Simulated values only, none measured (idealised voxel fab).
process module | voxel lift off
cross-section cut | 140 nm wide | cells 5 nm
A cross-section is a grid of square cells, given in bands from the top down. A band is one or more rows of cells.
Each band's line starts with the height of the band's top and of its bottom, in nm. Then come its materials from left to right, each with its width in nm. One material with "throughout" fills the band from edge to edge. "air" is empty space.
Height 0 is the level under which the wafer as received is all one material. The lowest band goes on downwards, as in "0 down".
A width such as "30 to 40" changes by the same amount from each row of cells to the next, from the band's top row to its bottom row.
"no change" after a step means that no cell of the cross-section changed.
closed voids: empty space of 8 cells or more with no open way to the top, each as width x height at its distance from the left edge, in nm
after a step's settings: what the simulator itself notes on the step
overlay nm, on a step with a mask: how far to the right of its planned place the mask lay; to the left if negative
plan
1 op RECEIVE | material Si
2 op CONFORMAL_DEP | material Al2O3 | thk nm 15
3 op PATTERN | tone open | mask id LINES | material resist | width nm 25 | pitch nm 40 | thk nm 20 | overlay nm 0
4 op DIRECTIONAL_DEP | material Ru | thk nm 10
5 op STRIP | etch materials resist
6 op CONFORMAL_DEP | material SiO2 | thk nm 10
as received, after step 1
  0 down: Si throughout
  closed voids: none
first wafer at the end, as planned
  35 to 25: air 25 | SiO2 85 | air 30
  25 to 15: SiO2 35 | Ru 25 | SiO2 15 | Ru 25 | SiO2 40
  15 to 0: Al2O3 throughout
  0 down: Si throughout
  closed voids: none
second wafer at the end: like start, like plan, one mistake
  50 to 40: air 25 | SiO2 85 | air 30
  40 to 30: SiO2 35 | Ru 25 | SiO2 15 | Ru 25 | SiO2 40
  30 to 0: Al2O3 throughout
  0 down: Si throughout
  closed voids: none
what went wrong: step 2 was run twice
at the end the second wafer has, in cells: 84 more of Al2O3
